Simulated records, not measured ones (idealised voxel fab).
Herein follows the process module entitled voxel gate over fins.
FYI the section here is cut, 260 nm wide, cells are 5 nm squares.
How to read a cross-section here: the picture is a grid of square cells, written as bands going from the top down, and any band can span one or more rows of cells.
For a band, the entry starts with two heights in nm, that of the top and then that of the bottom, and carries on with the band's materials in order from left to right, each alongside its width in nm; the word "edge to edge" beside a single material means it fills the band edge to edge, and "empty" means empty space.
Below 0: as-received wafer, all one material; heights counted from there. Lowest band: no bottom, goes on down, written "from 0 down".
So if you see something like "30->40" for the width, read it as the top row of the band sitting at the first number and the bottom row at the second, with every row in between moving by the same amount as the last.
"no alteration" (step): cross-section cells unchanged, all of them.
So "Trapped voids" is basically the list of trapped voids: any empty space of 8 cells or more that can't reach the top through an opening. They're written width x height at distance, the distance being from the left edge, and it's all nm.
Formally, on a step line, whatever follows the settings is a remark that the simulator itself makes on the step.
overlay nm: on a step with a mask, how far right of its planned place the mask lay; negative means left.
Steps in the process plan:
1 RECEIVE with material Si
2 CONFORMAL_DEP with material SiN, thk nm 10
3 DIRECTIONAL_DEP with material aC, thk nm 10
4 PATTERN with tone cover, mask id FINS, material resist, width nm 15, pitch nm 40, thk nm 30, overlay nm 0
5 DIRECTIONAL_ETCH with etch materials aC, depth nm 10
6 STRIP with etch materials resist
7 DIRECTIONAL_ETCH with etch materials SiN, depth nm 10
8 DIRECTIONAL_ETCH with etch materials Si, depth nm 30
9 STRIP with etch materials aC
10 FILL_DEP with material SiO2, thk nm 5
11 CMP with height nm 10
12 SELECTIVE_ETCH with etch materials SiO2, depth nm 25
13 STRIP with etch materials SiN
14 CONFORMAL_DEP with material HfO2, thk nm 5
15 CONFORMAL_DEP with material TiN, thk nm 5
16 CONFORMAL_DEP with material TiAl, thk nm 5
17 CONFORMAL_DEP with material TiN, thk nm 5
18 FILL_DEP with material W, thk nm 10
19 CMP with height nm 25
20 CONFORMAL_DEP with material SiCN, thk nm 10
First wafer of two (run as planned):
Shown in cross-section is the wafer as received, that is, as it stands after step 1:
	from 0 down  Si edge to edge
	Trapped voids: none
Step 2 done - wafer cross-section:
	from 10 to 0  SiN edge to edge
	Beneath the level 0, the cross-section is identical to its previous state.
Step 3 done - wafer cross-section:
	from 20 to 10  aC edge to edge
	Beneath the level 10, the cross-section is identical to its previous state.
Step 4 done - wafer cross-section:
	from 50 to 20  100 of empty  15 of resist  25 of empty  15 of resist  105 of empty
	Beneath the level 20, the cross-section is identical to its previous state.
Step 5 done - wafer cross-section:
	from 40 to 20  100 of empty  15 of resist  25 of empty  15 of resist  105 of empty
	from 20 to 10  100 of empty  15 of aC  25 of empty  15 of aC  105 of empty
	Beneath the level 10, the cross-section is identical to its previous state.
Step 6 done - wafer cross-section:
	from 20 to 10  100 of empty  15 of aC  25 of empty  15 of aC  105 of empty
	Beneath the level 10, the cross-section is identical to its previous state.
Step 7 done - wafer cross-section:
	from 20 to 10  100 of empty  15 of aC  25 of empty  15 of aC  105 of empty
	from 10 to 0  100 of empty  15 of SiN  25 of empty  15 of SiN  105 of empty
	Beneath the level 0, the cross-section is identical to its previous state.
Step 8 done - wafer cross-section:
	from 20 to 10  100 of empty  15 of aC  25 of empty  15 of aC  105 of empty
	from 10 to 0  100 of empty  15 of SiN  25 of empty  15 of SiN  105 of empty
	from 0 to -30  100 of empty  15 of Si  25 of empty  15 of Si  105 of empty
	Beneath the level -30, the cross-section is identical to its previous state.
Step 9 done - wafer cross-section:
	from 10 to 0  100 of empty  15 of SiN  25 of empty  15 of SiN  105 of empty
	Beneath the level 0, the cross-section is identical to its previous state.
Step 10 done - wafer cross-section:
	from 15 to 10  SiO2 edge to edge
	from 10 to 0  100 of SiO2  15 of SiN  25 of SiO2  15 of SiN  105 of SiO2
	from 0 to -30  100 of SiO2  15 of Si  25 of SiO2  15 of Si  105 of SiO2
	Beneath the level -30, the cross-section is identical to its previous state.
Step 11 done - wafer cross-section:
	from 10 to 0  100 of SiO2  15 of SiN  25 of SiO2  15 of SiN  105 of SiO2
	Beneath the level 0, the cross-section is identical to its previous state.
Step 12 done - wafer cross-section:
	from 10 to 0  100 of empty  15 of SiN  25 of empty  15 of SiN  105 of empty
	from 0 to -15  100 of empty  15 of Si  25 of empty  15 of Si  105 of empty
	Beneath the level -15, the cross-section is identical to its previous state.
Step 13 done - wafer cross-section:
	from 0 to -15  100 of empty  15 of Si  25 of empty  15 of Si  105 of empty
	Beneath the level -15, the cross-section is identical to its previous state.
Step 14 done - wafer cross-section:
	from 5 to 0  95 of empty  25 of HfO2  15 of empty  25 of HfO2  100 of empty
	from 0 to -10  95 of empty  5 of HfO2  15 of Si  5 of HfO2  15 of empty  5 of HfO2  15 of Si  5 of HfO2  100 of empty
	from -10 to -15  100 of HfO2  15 of Si  25 of HfO2  15 of Si  105 of HfO2
	Beneath the level -15, the cross-section is identical to its previous state.
Step 15 done - wafer cross-section:
	from 10 to 5  90 of empty  35 of TiN  5 of empty  35 of TiN  95 of empty
	from 5 to 0  90 of empty  5 of TiN  25 of HfO2  5 of TiN  5 of empty  5 of TiN  25 of HfO2  5 of TiN  95 of empty
	from 0 to -5  90 of empty  5 of TiN  5 of HfO2  15 of Si  5 of HfO2  5 of TiN  5 of empty  5 of TiN  5 of HfO2  15 of Si  5 of HfO2  5 of TiN  95 of empty
	from -5 to -10  95 of TiN  5 of HfO2  15 of Si  5 of HfO2  15 of TiN  5 of HfO2  15 of Si  5 of HfO2  100 of TiN
	Beneath the level -10, the cross-section is identical to its previous state.
Step 16 done - wafer cross-section:
	from 15 to 10  85 of empty  85 of TiAl  90 of empty
	from 10 to 5  85 of empty  5 of TiAl  35 of TiN  5 of TiAl  35 of TiN  5 of TiAl  90 of empty
	from 5 to 0  85 of empty  5 of TiAl  5 of TiN  25 of HfO2  5 of TiN  5 of TiAl  5 of TiN  25 of HfO2  5 of TiN  5 of TiAl  90 of empty
	from 0 to -5  90 of TiAl  5 of TiN  5 of HfO2  15 of Si  5 of HfO2  5 of TiN  5 of TiAl  5 of TiN  5 of HfO2  15 of Si  5 of HfO2  5 of TiN  95 of TiAl
	Beneath the level -5, the cross-section is identical to its previous state.
Step 17 done - wafer cross-section:
	from 20 to 15  80 of empty  95 of TiN  85 of empty
	from 15 to 10  80 of empty  5 of TiN  85 of TiAl  5 of TiN  85 of empty
	from 10 to 5  80 of empty  5 of TiN  5 of TiAl  35 of TiN  5 of TiAl  35 of TiN  5 of TiAl  5 of TiN  85 of empty
	from 5 to 0  85 of TiN  5 of TiAl  5 of TiN  25 of HfO2  5 of TiN  5 of TiAl  5 of TiN  25 of HfO2  5 of TiN  5 of TiAl  90 of TiN
	Beneath the level 0, the cross-section is identical to its previous state.
Step 18 done - wafer cross-section:
	from 30 to 20  W edge to edge
	from 20 to 15  80 of W  95 of TiN  85 of W
	from 15 to 10  80 of W  5 of TiN  85 of TiAl  5 of TiN  85 of W
	from 10 to 5  80 of W  5 of TiN  5 of TiAl  35 of TiN  5 of TiAl  35 of TiN  5 of TiAl  5 of TiN  85 of W
	Beneath the level 5, the cross-section is identical to its previous state.
Step 19 done - wafer cross-section:
	from 25 to 20  W edge to edge
	Beneath the level 20, the cross-section is identical to its previous state.
Step 20 done - wafer cross-section:
	from 35 to 25  SiCN edge to edge
	Beneath the level 25, the cross-section is identical to its previous state.
Wafer two. Identical start, identical plan. One mistake in execution. Identical history through step 1:
Second wafer shown in cross-section at the time step 2 was slated to end:
	from 10 to 0  HfO2 edge to edge
	Beneath the level 0, the cross-section is identical to its previous state.
Second wafer shown in cross-section at the time step 3 was slated to end:
	from 20 to 10  aC edge to edge
	Beneath the level 10, the cross-section is identical to its previous state.
Second wafer shown in cross-section at the time step 4 was slated to end:
	from 50 to 20  100 of empty  15 of resist  25 of empty  15 of resist  105 of empty
	Beneath the level 20, the cross-section is identical to its previous state.
Second wafer shown in cross-section at the time step 5 was slated to end:
	from 40 to 20  100 of empty  15 of resist  25 of empty  15 of resist  105 of empty
	from 20 to 10  100 of empty  15 of aC  25 of empty  15 of aC  105 of empty
	Beneath the level 10, the cross-section is identical to its previous state.
Second wafer shown in cross-section at the time step 6 was slated to end:
	from 20 to 10  100 of empty  15 of aC  25 of empty  15 of aC  105 of empty
	Beneath the level 10, the cross-section is identical to its previous state.
Second wafer shown in cross-section at the time step 7 was slated to end: no alteration
Second wafer shown in cross-section at the time step 8 was slated to end: no alteration
Second wafer shown in cross-section at the time step 9 was slated to end:
	from 10 to 0  HfO2 edge to edge
	Beneath the level 0, the cross-section is identical to its previous state.
Second wafer shown in cross-section at the time step 10 was slated to end:
	from 15 to 10  SiO2 edge to edge
	Beneath the level 10, the cross-section is identical to its previous state.
Second wafer shown in cross-section at the time step 11 was slated to end:
	from 10 to 0  HfO2 edge to edge
	Beneath the level 0, the cross-section is identical to its previous state.
Second wafer shown in cross-section at the time step 12 was slated to end: no alteration
Second wafer shown in cross-section at the time step 13 was slated to end: no alteration
Second wafer shown in cross-section at the time step 14 was slated to end:
	from 15 to 0  HfO2 edge to edge
	Beneath the level 0, the cross-section is identical to its previous state.
Second wafer shown in cross-section at the time step 15 was slated to end:
	from 20 to 15  TiN edge to edge
	Beneath the level 15, the cross-section is identical to its previous state.
Second wafer shown in cross-section at the time step 16 was slated to end:
	from 25 to 20  TiAl edge to edge
	Beneath the level 20, the cross-section is identical to its previous state.
Second wafer shown in cross-section at the time step 17 was slated to end:
	from 30 to 25  TiN edge to edge
	Beneath the level 25, the cross-section is identical to its previous state.
Second wafer shown in cross-section at the time step 18 was slated to end:
	from 40 to 30  W edge to edge
	Beneath the level 30, the cross-section is identical to its previous state.
Second wafer shown in cross-section at the time step 19 was slated to end:
	from 25 to 20  TiAl edge to edge
	Beneath the level 20, the cross-section is identical to its previous state.
Second wafer shown in cross-section at the time step 20 was slated to end:
	from 35 to 25  SiCN edge to edge
	Beneath the level 25, the cross-section is identical to its previous state.
What was the processing mistake? in deviation from the planned setting, step 2 was conducted as CONFORMAL_DEP with material HfO2, thk nm 10
Bottom line after processing is that, in cells, the second wafer is up or down on some materials versus the first: HfO2: 92 more | Si: 276 more | SiO2: 138 fewer | TiAl: 9 fewer | TiN: 70 fewer | W: 151 fewer
